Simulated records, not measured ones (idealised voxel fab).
This is a process module. Its name is voxel wiring stack.
We display cut, a cross-section 265 nm in width whose square cells are each 5 nm.
Each cross-section below is a grid of square cells, stated as bands in top-down order, with one or more rows of cells making up each band.
Band: top height; bottom height; in nm. Then, left to right: material with width in nm, for each material. "full width": a single material spanning edge to edge. "empty": empty space.
It should be noted that heights are counted from 0, beneath which the wafer as supplied is of one material throughout, and that the lowest band possesses no lower boundary but continues downward, as written in "0..down".
Width spec "30 to 40" -> top row of cells at first value, bottom row at second value, equal per-row change in between.
What does "nothing got changed" mean for a step? It means no cell of the cross-section changed in that step.
Under "Enclosed voids" you'll find the enclosed gaps, the ones with no way out to the top, that are 8 cells or bigger; each reads width x height at distance, with distance counted from the left edge, everything in nm.
Read whatever lies past the settings on a step's line as the simulator's own remark about the step.
Each step line may optionally specify "overlay nm", which for a step with a mask gives the rightward distance between the mask's planned place and where it lay, a negative value indicating the leftward direction.

List of planned process steps:
- 1: RECEIVE [material Si]
- 2: CONFORMAL_DEP [material SiO2] [thk nm 15]
- 3: CONFORMAL_DEP [material SiN] [thk nm 5]
- 4: DIRECTIONAL_DEP [material lowk] [thk nm 25]
- 5: DIRECTIONAL_DEP [material aC] [thk nm 10]
- 6: PATTERN [tone open] [mask id METAL_1] [material resist] [width nm 25] [pitch nm 45] [thk nm 25] [overlay nm 0]
- 7: DIRECTIONAL_ETCH [etch materials aC] [depth nm 10]
- 8: STRIP [etch materials resist]
- 9: DIRECTIONAL_ETCH [etch materials lowk] [depth nm 25]
- 10: DIRECTIONAL_ETCH [etch materials SiN] [depth nm 5]
- 11: STRIP [etch materials aC]
- 12: CONFORMAL_DEP [material TiN] [thk nm 5]
- 13: FILL_DEP [material Cu] [thk nm 10]
- 14: CMP [height nm 45]
- 15: CONFORMAL_DEP [material SiCN] [thk nm 5]
- 16: DIRECTIONAL_DEP [material SiO2] [thk nm 10]
- 17: DIRECTIONAL_DEP [material aC] [thk nm 10]
- 18: PATTERN [tone open] [mask id PLUG_1] [material resist] [width nm 15] [thk nm 25] [overlay nm 0]
- 19: DIRECTIONAL_ETCH [etch materials aC] [depth nm 10]
- 20: STRIP [etch materials resist]
- 21: DIRECTIONAL_ETCH [etch materials SiO2] [depth nm 10]
- 22: DIRECTIONAL_ETCH [etch materials SiCN] [depth nm 5]
- 23: STRIP [etch materials aC]
- 24: CONFORMAL_DEP [material TiN] [thk nm 5]
- 25: FILL_DEP [material Ru] [thk nm 10]
- 26: CMP [height nm 60]
- 27: CONFORMAL_DEP [material SiN] [thk nm 5]
- 28: DIRECTIONAL_DEP [material SiO2] [thk nm 15]
- 29: MASKED_ETCH [tone open] [mask id METAL_2] [width nm 25] [pitch nm 45] [etch materials SiO2] [depth nm 15] [overlay nm 0]
- 30: MASKED_ETCH [tone open] [mask id METAL_2] [width nm 25] [pitch nm 45] [etch materials SiN] [depth nm 5] [overlay nm 0]
- 31: CONFORMAL_DEP [material TiN] [thk nm 5]
- 32: FILL_DEP [material W] [thk nm 10]
- 33: CMP [height nm 80]
- 34: CONFORMAL_DEP [material SiCN] [thk nm 5]
- 35: DIRECTIONAL_DEP [material lowk] [thk nm 20]
- 36: MASKED_ETCH [tone open] [mask id PLUG_2] [width nm 15] [pitch nm 45] [etch materials lowk] [depth nm 20] [overlay nm 0]
- 37: MASKED_ETCH [tone open] [mask id PLUG_2] [width nm 15] [pitch nm 45] [etch materials SiCN] [depth nm 5] [overlay nm 0]
- 38: CONFORMAL_DEP [material TiN] [thk nm 5]
- 39: FILL_DEP [material W] [thk nm 10]
- 40: CMP [height nm 105]
- 41: CONFORMAL_DEP [material SiN] [thk nm 5]
- 42: DIRECTIONAL_DEP [material SiO2] [thk nm 20]
- 43: DIRECTIONAL_DEP [material aC] [thk nm 15]
- 44: PATTERN [tone open] [mask id METAL_3] [material resist] [width nm 25] [pitch nm 45] [thk nm 30] [overlay nm 0]
- 45: DIRECTIONAL_ETCH [etch materials aC] [depth nm 15]
- 46: STRIP [etch materials resist]
- 47: DIRECTIONAL_ETCH [etch materials SiO2] [depth nm 20]
- 48: DIRECTIONAL_ETCH [etch materials SiN] [depth nm 5]
- 49: STRIP [etch materials aC]
- 50: CONFORMAL_DEP [material TiN] [thk nm 5]
- 51: FILL_DEP [material W] [thk nm 10]
- 52: CMP [height nm 130]
- 53: EPI [material Ru] [thk nm 5]
- 54: FILL_DEP [material SiCN] [thk nm 5]

First wafer out of two, processed as planned:

Cross-section: wafer on arrival = after step 1:
  0..down = Si full width
  Enclosed voids: none

The wafer in cross-section once step 2 is complete:
  15..0 = SiO2 full width
  All layers under 0 are left as they were.

The wafer in cross-section once step 3 is complete:
  20..15 = SiN full width
  All layers under 15 are left as they were.

The wafer in cross-section once step 4 is complete:
  45..20 = lowk full width
  All layers under 20 are left as they were.

The wafer in cross-section once step 5 is complete:
  55..45 = aC full width
  All layers under 45 are left as they were.

The wafer in cross-section once step 6 is complete:
  80..55 = 95 of resist | 25 of empty | 20 of resist | 25 of empty | 100 of resist
  All layers under 55 are left as they were.

The wafer in cross-section once step 7 is complete:
  70..55 = 95 of resist | 25 of empty | 20 of resist | 25 of empty | 100 of resist
  55..45 = 95 of aC | 25 of empty | 20 of aC | 25 of empty | 100 of aC
  All layers under 45 are left as they were.

The wafer in cross-section once step 8 is complete:
  55..45 = 95 of aC | 25 of empty | 20 of aC | 25 of empty | 100 of aC
  All layers under 45 are left as they were.

The wafer in cross-section once step 9 is complete:
  55..45 = 95 of aC | 25 of empty | 20 of aC | 25 of empty | 100 of aC
  45..20 = 95 of lowk | 25 of empty | 20 of lowk | 25 of empty | 100 of lowk
  All layers under 20 are left as they were.

The wafer in cross-section once step 10 is complete:
  55..45 = 95 of aC | 25 of empty | 20 of aC | 25 of empty | 100 of aC
  45..20 = 95 of lowk | 25 of empty | 20 of lowk | 25 of empty | 100 of lowk
  20..15 = 95 of SiN | 25 of empty | 20 of SiN | 25 of empty | 100 of SiN
  All layers under 15 are left as they were.

The wafer in cross-section once step 11 is complete:
  45..20 = 95 of lowk | 25 of empty | 20 of lowk | 25 of empty | 100 of lowk
  All layers under 20 are left as they were.

The wafer in cross-section once step 12 is complete:
  50..45 = 100 of TiN | 15 of empty | 30 of TiN | 15 of empty | 105 of TiN
  45..20 = 95 of lowk | 5 of TiN | 15 of empty | 5 of TiN | 20 of lowk | 5 of TiN | 15 of empty | 5 of TiN | 100 of lowk
  20..15 = 95 of SiN | 25 of TiN | 20 of SiN | 25 of TiN | 100 of SiN
  All layers under 15 are left as they were.

The wafer in cross-section once step 13 is complete:
  60..50 = Cu full width
  50..45 = 100 of TiN | 15 of Cu | 30 of TiN | 15 of Cu | 105 of TiN
  45..20 = 95 of lowk | 5 of TiN | 15 of Cu | 5 of TiN | 20 of lowk | 5 of TiN | 15 of Cu | 5 of TiN | 100 of lowk
  All layers under 20 are left as they were.

The wafer in cross-section once step 14 is complete:
  45..20 = 95 of lowk | 5 of TiN | 15 of Cu | 5 of TiN | 20 of lowk | 5 of TiN | 15 of Cu | 5 of TiN | 100 of lowk
  All layers under 20 are left as they were.

The wafer in cross-section once step 15 is complete:
  50..45 = SiCN full width
  All layers under 45 are left as they were.

The wafer in cross-section once step 16 is complete:
  60..50 = SiO2 full width
  All layers under 50 are left as they were.

The wafer in cross-section once step 17 is complete:
  70..60 = aC full width
  All layers under 60 are left as they were.

The wafer in cross-section once step 18 is complete:
  95..70 = 95 of resist | 15 of empty | 155 of resist
  All layers under 70 are left as they were.

The wafer in cross-section once step 19 is complete:
  85..70 = 95 of resist | 15 of empty | 155 of resist
  70..60 = 95 of aC | 15 of empty | 155 of aC
  All layers under 60 are left as they were.

The wafer in cross-section once step 20 is complete:
  70..60 = 95 of aC | 15 of empty | 155 of aC
  All layers under 60 are left as they were.

The wafer in cross-section once step 21 is complete:
  70..60 = 95 of aC | 15 of empty | 155 of aC
  60..50 = 95 of SiO2 | 15 of empty | 155 of SiO2
  All layers under 50 are left as they were.

The wafer in cross-section once step 22 is complete:
  70..60 = 95 of aC | 15 of empty | 155 of aC
  60..50 = 95 of SiO2 | 15 of empty | 155 of SiO2
  50..45 = 95 of SiCN | 15 of empty | 155 of SiCN
  All layers under 45 are left as they were.

The wafer in cross-section once step 23 is complete:
  60..50 = 95 of SiO2 | 15 of empty | 155 of SiO2
  All layers under 50 are left as they were.

The wafer in cross-section once step 24 is complete:
  65..60 = 100 of TiN | 5 of empty | 160 of TiN
  60..50 = 95 of SiO2 | 5 of TiN | 5 of empty | 5 of TiN | 155 of SiO2
  50..45 = 95 of SiCN | 15 of TiN | 155 of SiCN
  All layers under 45 are left as they were.

The wafer in cross-section once step 25 is complete:
  75..65 = Ru full width
  65..60 = 100 of TiN | 5 of Ru | 160 of TiN
  60..50 = 95 of SiO2 | 5 of TiN | 5 of Ru | 5 of TiN | 155 of SiO2
  All layers under 50 are left as they were.

The wafer in cross-section once step 26 is complete:
  60..50 = 95 of SiO2 | 5 of TiN | 5 of Ru | 5 of TiN | 155 of SiO2
  All layers under 50 are left as they were.

The wafer in cross-section once step 27 is complete:
  65..60 = SiN full width
  All layers under 60 are left as they were.

The wafer in cross-section once step 28 is complete:
  80..65 = SiO2 full width
  All layers under 65 are left as they were.

The wafer in cross-section once step 29 is complete:
  80..65 = 95 of SiO2 | 25 of empty | 20 of SiO2 | 25 of empty | 100 of SiO2
  All layers under 65 are left as they were.

The wafer in cross-section once step 30 is complete:
  80..65 = 95 of SiO2 | 25 of empty | 20 of SiO2 | 25 of empty | 100 of SiO2
  65..60 = 95 of SiN | 25 of empty | 20 of SiN | 25 of empty | 100 of SiN
  All layers under 60 are left as they were.

The wafer in cross-section once step 31 is complete:
  85..80 = 100 of TiN | 15 of empty | 30 of TiN | 15 of empty | 105 of TiN
  80..65 = 95 of SiO2 | 5 of TiN | 15 of empty | 5 of TiN | 20 of SiO2 | 5 of TiN | 15 of empty | 5 of TiN | 100 of SiO2
  65..60 = 95 of SiN | 25 of TiN | 20 of SiN | 25 of TiN | 100 of SiN
  All layers under 60 are left as they were.

The wafer in cross-section once step 32 is complete:
  95..85 = W full width
  85..80 = 100 of TiN | 15 of W | 30 of TiN | 15 of W | 105 of TiN
  80..65 = 95 of SiO2 | 5 of TiN | 15 of W | 5 of TiN | 20 of SiO2 | 5 of TiN | 15 of W | 5 of TiN | 100 of SiO2
  All layers under 65 are left as they were.

The wafer in cross-section once step 33 is complete:
  80..65 = 95 of SiO2 | 5 of TiN | 15 of W | 5 of TiN | 20 of SiO2 | 5 of TiN | 15 of W | 5 of TiN | 100 of SiO2
  All layers under 65 are left as they were.

The wafer in cross-section once step 34 is complete:
  85..80 = SiCN full width
  All layers under 80 are left as they were.

The wafer in cross-section once step 35 is complete:
  105..85 = lowk full width
  All layers under 85 are left as they were.

The wafer in cross-section once step 36 is complete:
  105..85 = 95 of lowk | 15 of empty | 30 of lowk | 15 of empty | 110 of lowk
  All layers under 85 are left as they were.

The wafer in cross-section once step 37 is complete:
  105..85 = 95 of lowk | 15 of empty | 30 of lowk | 15 of empty | 110 of lowk
  85..80 = 95 of SiCN | 15 of empty | 30 of SiCN | 15 of empty | 110 of SiCN
  All layers under 80 are left as they were.

The wafer in cross-section once step 38 is complete:
  110..105 = 100 of TiN | 5 of empty | 40 of TiN | 5 of empty | 115 of TiN
  105..85 = 95 of lowk | 5 of TiN | 5 of empty | 5 of TiN | 30 of lowk | 5 of TiN | 5 of empty | 5 of TiN | 110 of lowk
  85..80 = 95 of SiCN | 15 of TiN | 30 of SiCN | 15 of TiN | 110 of SiCN
  All layers under 80 are left as they were.

The wafer in cross-section once step 39 is complete:
  120..110 = W full width
  110..105 = 100 of TiN | 5 of W | 40 of TiN | 5 of W | 115 of TiN
  105..85 = 95 of lowk | 5 of TiN | 5 of W | 5 of TiN | 30 of lowk | 5 of TiN | 5 of W | 5 of TiN | 110 of lowk
  All layers under 85 are left as they were.

The wafer in cross-section once step 40 is complete:
  105..85 = 95 of lowk | 5 of TiN | 5 of W | 5 of TiN | 30 of lowk | 5 of TiN | 5 of W | 5 of TiN | 110 of lowk
  All layers under 85 are left as they were.

The wafer in cross-section once step 41 is complete:
  110..105 = SiN full width
  All layers under 105 are left as they were.

The wafer in cross-section once step 42 is complete:
  130..110 = SiO2 full width
  All layers under 110 are left as they were.

The wafer in cross-section once step 43 is complete:
  145..130 = aC full width
  All layers under 130 are left as they were.

The wafer in cross-section once step 44 is complete:
  175..145 = 95 of resist | 25 of empty | 20 of resist | 25 of empty | 100 of resist
  All layers under 145 are left as they were.

The wafer in cross-section once step 45 is complete:
  160..145 = 95 of resist | 25 of empty | 20 of resist | 25 of empty | 100 of resist
  145..130 = 95 of aC | 25 of empty | 20 of aC | 25 of empty | 100 of aC
  All layers under 130 are left as they were.

The wafer in cross-section once step 46 is complete:
  145..130 = 95 of aC | 25 of empty | 20 of aC | 25 of empty | 100 of aC
  All layers under 130 are left as they were.

The wafer in cross-section once step 47 is complete:
  145..130 = 95 of aC | 25 of empty | 20 of aC | 25 of empty | 100 of aC
  130..110 = 95 of SiO2 | 25 of empty | 20 of SiO2 | 25 of empty | 100 of SiO2
  All layers under 110 are left as they were.

The wafer in cross-section once step 48 is complete:
  145..130 = 95 of aC | 25 of empty | 20 of aC | 25 of empty | 100 of aC
  130..110 = 95 of SiO2 | 25 of empty | 20 of SiO2 | 25 of empty | 100 of SiO2
  110..105 = 95 of SiN | 25 of empty | 20 of SiN | 25 of empty | 100 of SiN
  All layers under 105 are left as they were.

The wafer in cross-section once step 49 is complete:
  130..110 = 95 of SiO2 | 25 of empty | 20 of SiO2 | 25 of empty | 100 of SiO2
  All layers under 110 are left as they were.

The wafer in cross-section once step 50 is complete:
  135..130 = 100 of TiN | 15 of empty | 30 of TiN | 15 of empty | 105 of TiN
  130..110 = 95 of SiO2 | 5 of TiN | 15 of empty | 5 of TiN | 20 of SiO2 | 5 of TiN | 15 of empty | 5 of TiN | 100 of SiO2
  110..105 = 95 of SiN | 25 of TiN | 20 of SiN | 25 of TiN | 100 of SiN
  All layers under 105 are left as they were.

The wafer in cross-section once step 51 is complete:
  145..135 = W full width
  135..130 = 100 of TiN | 15 of W | 30 of TiN | 15 of W | 105 of TiN
  130..110 = 95 of SiO2 | 5 of TiN | 15 of W | 5 of TiN | 20 of SiO2 | 5 of TiN | 15 of W | 5 of TiN | 100 of SiO2
  All layers under 110 are left as they were.

The wafer in cross-section once step 52 is complete:
  130..110 = 95 of SiO2 | 5 of TiN | 15 of W | 5 of TiN | 20 of SiO2 | 5 of TiN | 15 of W | 5 of TiN | 100 of SiO2
  All layers under 110 are left as they were.

The wafer in cross-section once step 53 is complete:
  135..130 = 90 of empty | 35 of Ru | 10 of empty | 35 of Ru | 95 of empty
  All layers under 130 are left as they were.

The wafer in cross-section once step 54 is complete:
  140..135 = SiCN full width
  135..130 = 90 of SiCN | 35 of Ru | 10 of SiCN | 35 of Ru | 95 of SiCN
  All layers under 130 are left as they were.

It is to be noted that the second wafer proceeded from the same initial state and according to the same plan as the first, although one mistake was committed in its execution; through step 2, inclusive, the two wafers share an identical history:

X-section, second wafer, when step 3 was due to finish: nothing got changed

X-section, second wafer, when step 4 was due to finish:
  40..15 = lowk full width
  All layers under 15 are left as they were.

X-section, second wafer, when step 5 was due to finish:
  50..40 = aC full width
  All layers under 40 are left as they were.

X-section, second wafer, when step 6 was due to finish:
  75..50 = 95 of resist | 25 of empty | 20 of resist | 25 of empty | 100 of resist
  All layers under 50 are left as they were.

X-section, second wafer, when step 7 was due to finish:
  65..50 = 95 of resist | 25 of empty | 20 of resist | 25 of empty | 100 of resist
  50..40 = 95 of aC | 25 of empty | 20 of aC | 25 of empty | 100 of aC
  All layers under 40 are left as they were.

X-section, second wafer, when step 8 was due to finish:
  50..40 = 95 of aC | 25 of empty | 20 of aC | 25 of empty | 100 of aC
  All layers under 40 are left as they were.

X-section, second wafer, when step 9 was due to finish:
  50..40 = 95 of aC | 25 of empty | 20 of aC | 25 of empty | 100 of aC
  40..15 = 95 of lowk | 25 of empty | 20 of lowk | 25 of empty | 100 of lowk
  All layers under 15 are left as they were.

X-section, second wafer, when step 10 was due to finish: nothing got changed

X-section, second wafer, when step 11 was due to finish:
  40..15 = 95 of lowk | 25 of empty | 20 of lowk | 25 of empty | 100 of lowk
  All layers under 15 are left as they were.

X-section, second wafer, when step 12 was due to finish:
  45..40 = 100 of TiN | 15 of empty | 30 of TiN | 15 of empty | 105 of TiN
  40..20 = 95 of lowk | 5 of TiN | 15 of empty | 5 of TiN | 20 of lowk | 5 of TiN | 15 of empty | 5 of TiN | 100 of lowk
  20..15 = 95 of lowk | 25 of TiN | 20 of lowk | 25 of TiN | 100 of lowk
  All layers under 15 are left as they were.

X-section, second wafer, when step 13 was due to finish:
  55..45 = Cu full width
  45..40 = 100 of TiN | 15 of Cu | 30 of TiN | 15 of Cu | 105 of TiN
  40..20 = 95 of lowk | 5 of TiN | 15 of Cu | 5 of TiN | 20 of lowk | 5 of TiN | 15 of Cu | 5 of TiN | 100 of lowk
  All layers under 20 are left as they were.

X-section, second wafer, when step 14 was due to finish:
  45..40 = 100 of TiN | 15 of Cu | 30 of TiN | 15 of Cu | 105 of TiN
  All layers under 40 are left as they were.

X-section, second wafer, when step 15 was due to finish:
  50..45 = SiCN full width
  All layers under 45 are left as they were.

X-section, second wafer, when step 16 was due to finish:
  60..50 = SiO2 full width
  All layers under 50 are left as they were.

X-section, second wafer, when step 17 was due to finish:
  70..60 = aC full width
  All layers under 60 are left as they were.

X-section, second wafer, when step 18 was due to finish:
  95..70 = 95 of resist | 15 of empty | 155 of resist
  All layers under 70 are left as they were.

X-section, second wafer, when step 19 was due to finish:
  85..70 = 95 of resist | 15 of empty | 155 of resist
  70..60 = 95 of aC | 15 of empty | 155 of aC
  All layers under 60 are left as they were.

X-section, second wafer, when step 20 was due to finish:
  70..60 = 95 of aC | 15 of empty | 155 of aC
  All layers under 60 are left as they were.

X-section, second wafer, when step 21 was due to finish:
  70..60 = 95 of aC | 15 of empty | 155 of aC
  60..50 = 95 of SiO2 | 15 of empty | 155 of SiO2
  All layers under 50 are left as they were.

X-section, second wafer, when step 22 was due to finish:
  70..60 = 95 of aC | 15 of empty | 155 of aC
  60..50 = 95 of SiO2 | 15 of empty | 155 of SiO2
  50..45 = 95 of SiCN | 15 of empty | 155 of SiCN
  All layers under 45 are left as they were.

X-section, second wafer, when step 23 was due to finish:
  60..50 = 95 of SiO2 | 15 of empty | 155 of SiO2
  All layers under 50 are left as they were.

X-section, second wafer, when step 24 was due to finish:
  65..60 = 100 of TiN | 5 of empty | 160 of TiN
  60..50 = 95 of SiO2 | 5 of TiN | 5 of empty | 5 of TiN | 155 of SiO2
  50..45 = 95 of SiCN | 15 of TiN | 155 of SiCN
  All layers under 45 are left as they were.

X-section, second wafer, when step 25 was due to finish:
  75..65 = Ru full width
  65..60 = 100 of TiN | 5 of Ru | 160 of TiN
  60..50 = 95 of SiO2 | 5 of TiN | 5 of Ru | 5 of TiN | 155 of SiO2
  All layers under 50 are left as they were.

X-section, second wafer, when step 26 was due to finish:
  60..50 = 95 of SiO2 | 5 of TiN | 5 of Ru | 5 of TiN | 155 of SiO2
  All layers under 50 are left as they were.

X-section, second wafer, when step 27 was due to finish:
  65..60 = SiN full width
  All layers under 60 are left as they were.

X-section, second wafer, when step 28 was due to finish:
  80..65 = SiO2 full width
  All layers under 65 are left as they were.

X-section, second wafer, when step 29 was due to finish:
  80..65 = 95 of SiO2 | 25 of empty | 20 of SiO2 | 25 of empty | 100 of SiO2
  All layers under 65 are left as they were.

X-section, second wafer, when step 30 was due to finish:
  80..65 = 95 of SiO2 | 25 of empty | 20 of SiO2 | 25 of empty | 100 of SiO2
  65..60 = 95 of SiN | 25 of empty | 20 of SiN | 25 of empty | 100 of SiN
  All layers under 60 are left as they were.

X-section, second wafer, when step 31 was due to finish:
  85..80 = 100 of TiN | 15 of empty | 30 of TiN | 15 of empty | 105 of TiN
  80..65 = 95 of SiO2 | 5 of TiN | 15 of empty | 5 of TiN | 20 of SiO2 | 5 of TiN | 15 of empty | 5 of TiN | 100 of SiO2
  65..60 = 95 of SiN | 25 of TiN | 20 of SiN | 25 of TiN | 100 of SiN
  All layers under 60 are left as they were.

X-section, second wafer, when step 32 was due to finish:
  95..85 = W full width
  85..80 = 100 of TiN | 15 of W | 30 of TiN | 15 of W | 105 of TiN
  80..65 = 95 of SiO2 | 5 of TiN | 15 of W | 5 of TiN | 20 of SiO2 | 5 of TiN | 15 of W | 5 of TiN | 100 of SiO2
  All layers under 65 are left as they were.

X-section, second wafer, when step 33 was due to finish:
  80..65 = 95 of SiO2 | 5 of TiN | 15 of W | 5 of TiN | 20 of SiO2 | 5 of TiN | 15 of W | 5 of TiN | 100 of SiO2
  All layers under 65 are left as they were.

X-section, second wafer, when step 34 was due to finish:
  85..80 = SiCN full width
  All layers under 80 are left as they were.

X-section, second wafer, when step 35 was due to finish:
  105..85 = lowk full width
  All layers under 85 are left as they were.

X-section, second wafer, when step 36 was due to finish:
  105..85 = 95 of lowk | 15 of empty | 30 of lowk | 15 of empty | 110 of lowk
  All layers under 85 are left as they were.

X-section, second wafer, when step 37 was due to finish:
  105..85 = 95 of lowk | 15 of empty | 30 of lowk | 15 of empty | 110 of lowk
  85..80 = 95 of SiCN | 15 of empty | 30 of SiCN | 15 of empty | 110 of SiCN
  All layers under 80 are left as they were.

X-section, second wafer, when step 38 was due to finish:
  110..105 = 100 of TiN | 5 of empty | 40 of TiN | 5 of empty | 115 of TiN
  105..85 = 95 of lowk | 5 of TiN | 5 of empty | 5 of TiN | 30 of lowk | 5 of TiN | 5 of empty | 5 of TiN | 110 of lowk
  85..80 = 95 of SiCN | 15 of TiN | 30 of SiCN | 15 of TiN | 110 of SiCN
  All layers under 80 are left as they were.

X-section, second wafer, when step 39 was due to finish:
  120..110 = W full width
  110..105 = 100 of TiN | 5 of W | 40 of TiN | 5 of W | 115 of TiN
  105..85 = 95 of lowk | 5 of TiN | 5 of W | 5 of TiN | 30 of lowk | 5 of TiN | 5 of W | 5 of TiN | 110 of lowk
  All layers under 85 are left as they were.

X-section, second wafer, when step 40 was due to finish:
  105..85 = 95 of lowk | 5 of TiN | 5 of W | 5 of TiN | 30 of lowk | 5 of TiN | 5 of W | 5 of TiN | 110 of lowk
  All layers under 85 are left as they were.

X-section, second wafer, when step 41 was due to finish:
  110..105 = SiN full width
  All layers under 105 are left as they were.

X-section, second wafer, when step 42 was due to finish:
  130..110 = SiO2 full width
  All layers under 110 are left as they were.

X-section, second wafer, when step 43 was due to finish:
  145..130 = aC full width
  All layers under 130 are left as they were.

X-section, second wafer, when step 44 was due to finish:
  175..145 = 95 of resist | 25 of empty | 20 of resist | 25 of empty | 100 of resist
  All layers under 145 are left as they were.

X-section, second wafer, when step 45 was due to finish:
  160..145 = 95 of resist | 25 of empty | 20 of resist | 25 of empty | 100 of resist
  145..130 = 95 of aC | 25 of empty | 20 of aC | 25 of empty | 100 of aC
  All layers under 130 are left as they were.

X-section, second wafer, when step 46 was due to finish:
  145..130 = 95 of aC | 25 of empty | 20 of aC | 25 of empty | 100 of aC
  All layers under 130 are left as they were.

X-section, second wafer, when step 47 was due to finish:
  145..130 = 95 of aC | 25 of empty | 20 of aC | 25 of empty | 100 of aC
  130..110 = 95 of SiO2 | 25 of empty | 20 of SiO2 | 25 of empty | 100 of SiO2
  All layers under 110 are left as they were.

X-section, second wafer, when step 48 was due to finish:
  145..130 = 95 of aC | 25 of empty | 20 of aC | 25 of empty | 100 of aC
  130..110 = 95 of SiO2 | 25 of empty | 20 of SiO2 | 25 of empty | 100 of SiO2
  110..105 = 95 of SiN | 25 of empty | 20 of SiN | 25 of empty | 100 of SiN
  All layers under 105 are left as they were.

X-section, second wafer, when step 49 was due to finish:
  130..110 = 95 of SiO2 | 25 of empty | 20 of SiO2 | 25 of empty | 100 of SiO2
  All layers under 110 are left as they were.

X-section, second wafer, when step 50 was due to finish:
  135..130 = 100 of TiN | 15 of empty | 30 of TiN | 15 of empty | 105 of TiN
  130..110 = 95 of SiO2 | 5 of TiN | 15 of empty | 5 of TiN | 20 of SiO2 | 5 of TiN | 15 of empty | 5 of TiN | 100 of SiO2
  110..105 = 95 of SiN | 25 of TiN | 20 of SiN | 25 of TiN | 100 of SiN
  All layers under 105 are left as they were.

X-section, second wafer, when step 51 was due to finish:
  145..135 = W full width
  135..130 = 100 of TiN | 15 of W | 30 of TiN | 15 of W | 105 of TiN
  130..110 = 95 of SiO2 | 5 of TiN | 15 of W | 5 of TiN | 20 of SiO2 | 5 of TiN | 15 of W | 5 of TiN | 100 of SiO2
  All layers under 110 are left as they were.

X-section, second wafer, when step 52 was due to finish:
  130..110 = 95 of SiO2 | 5 of TiN | 15 of W | 5 of TiN | 20 of SiO2 | 5 of TiN | 15 of W | 5 of TiN | 100 of SiO2
  All layers under 110 are left as they were.

X-section, second wafer, when step 53 was due to finish:
  135..130 = 90 of empty | 35 of Ru | 10 of empty | 35 of Ru | 95 of empty
  All layers under 130 are left as they were.

X-section, second wafer, when step 54 was due to finish:
  140..135 = SiCN full width
  135..130 = 90 of SiCN | 35 of Ru | 10 of SiCN | 35 of Ru | 95 of SiCN
  All layers under 130 are left as they were.
So what did we get wrong on this run? plan step 3: skipped, not run
Materials where the second wafer ends with more or fewer cells than the first: -43 SiN; +43 TiN
